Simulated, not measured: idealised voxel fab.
Documented hereafter: the process module known as voxel self aligned contacts.
We display cut, a cross-section 260 nm in width whose square cells are each 5 nm.
A cross-section is a grid of square cells, given in bands from the top down. A band is one or more rows of cells.
Heads up on the band format: heights come first, top then bottom, in nm. After that it's the materials left to right, each with its width in nm. A single material flagged "edge to edge" fills the whole band edge to edge, and "air" means there's empty space there.
Zero point of the height axis is 0; under it, received wafer = one material. Lowest band: continues down indefinitely, "0 and below".
So if you see something like "30..40" for the width, read it as the top row of the band sitting at the first number and the bottom row at the second, with every row in between moving by the same amount as the last.
Basically "nothing was modified" means that step didn't change any cell in the cross-section.
Look at "Enclosed cavity list" for the closed voids: empty spaces with no open path to the top, sized 8 cells or up. Each is width x height at distance, distance from the left edge, all nm.
after a step's settings: what the simulator itself notes on the step
overlay nm, on a step with a mask: how far to the right of its planned place the mask lay; to the left if negative

The following list gives the planned process steps:
| 1 | RECEIVE: material Si |
| 2 | OXIDIZE: depth nm 5 |
| 3 | DIRECTIONAL_DEP: material polySi, thk nm 30 |
| 4 | DIRECTIONAL_DEP: material SiN, thk nm 25 |
| 5 | PATTERN: tone cover, mask id GATE, material resist, width nm 25, pitch nm 70, thk nm 15, overlay nm 0 |
| 6 | DIRECTIONAL_ETCH: etch materials SiN, depth nm 25 |
| 7 | DIRECTIONAL_ETCH: etch materials polySi, depth nm 30 |
| 8 | STRIP: etch materials resist |
| 9 | CONFORMAL_DEP: material SiN, thk nm 10 |
| 10 | DIRECTIONAL_ETCH: etch materials SiN, depth nm 10 |
| 11 | FILL_DEP: material SiO2, thk nm 15 |
| 12 | CMP: height nm 65 |
| 13 | MASKED_ETCH: tone open, mask id CONTACT, width nm 55, pitch nm 70, etch materials SiO2, depth nm 70, overlay nm 0 |
| 14 | CONFORMAL_DEP: material TiN, thk nm 5 |
| 15 | FILL_DEP: material W, thk nm 10 |
| 16 | CMP: height nm 65 |
| 17 | CONFORMAL_DEP: material SiN, thk nm 5 |

Wafer as received: cross-section following step 1:
> 0 and below | Si edge to edge
> Enclosed cavity list: none

The first of two wafers, cross-sectioned at the end of the module, with the run proceeding as planned:
> 70 down to 65 | SiN edge to edge
> 65 down to 55 | SiO2=65; TiN=5..20; W=45..15; TiN=5..20; SiO2=15; TiN=5..20; W=45..15; TiN=5..20; SiO2=70
> 55 down to 30 | SiO2=35; SiN=45; TiN=5; W=15; TiN=5; SiN=45; TiN=5; W=15; TiN=5; SiN=45; SiO2=40
> 30 down to 0 | SiO2=35; SiN=10; polySi=25; SiN=10; TiN=5; W=15; TiN=5; SiN=10; polySi=25; SiN=10; TiN=5; W=15; TiN=5; SiN=10; polySi=25; SiN=10; SiO2=40
> 0 down to -5 | SiO2=80; TiN=25; SiO2=45; TiN=25; SiO2=85
> -5 and below | Si edge to edge
> Enclosed cavity list: none

Cross-section, second wafer: same start as the first, same plan as the first, one mistake in running it; taken at the end of the module:
> 70 down to 65 | SiN edge to edge
> 65 down to 60 | SiO2=65; TiN=20; W=15; TiN=20; SiO2=15; TiN=20; W=15; TiN=20; SiO2=70
> 60 down to 40 | SiO2=35; SiN=45; TiN=5; W=15; TiN=5; SiN=45; TiN=5; W=15; TiN=5; SiN=45; SiO2=40
> 40 down to 35 | SiO2=35; SiN=45; TiN=25; SiN=45; TiN=25; SiN=45; SiO2=40
> 35 down to 30 | SiN edge to edge
> 30 down to 0 | polySi edge to edge
> 0 down to -5 | SiO2 edge to edge
> -5 and below | Si edge to edge
> Enclosed cavity list: none
Against the plan, the run slipped here: step 4 off recipe, ran as DIRECTIONAL_DEP: material SiN, thk nm 30
Counted in cells at the end, the second wafer holds more or fewer of these materials than the first: -20 SiN, -110 SiO2, -32 TiN, -60 W, +222 polySi
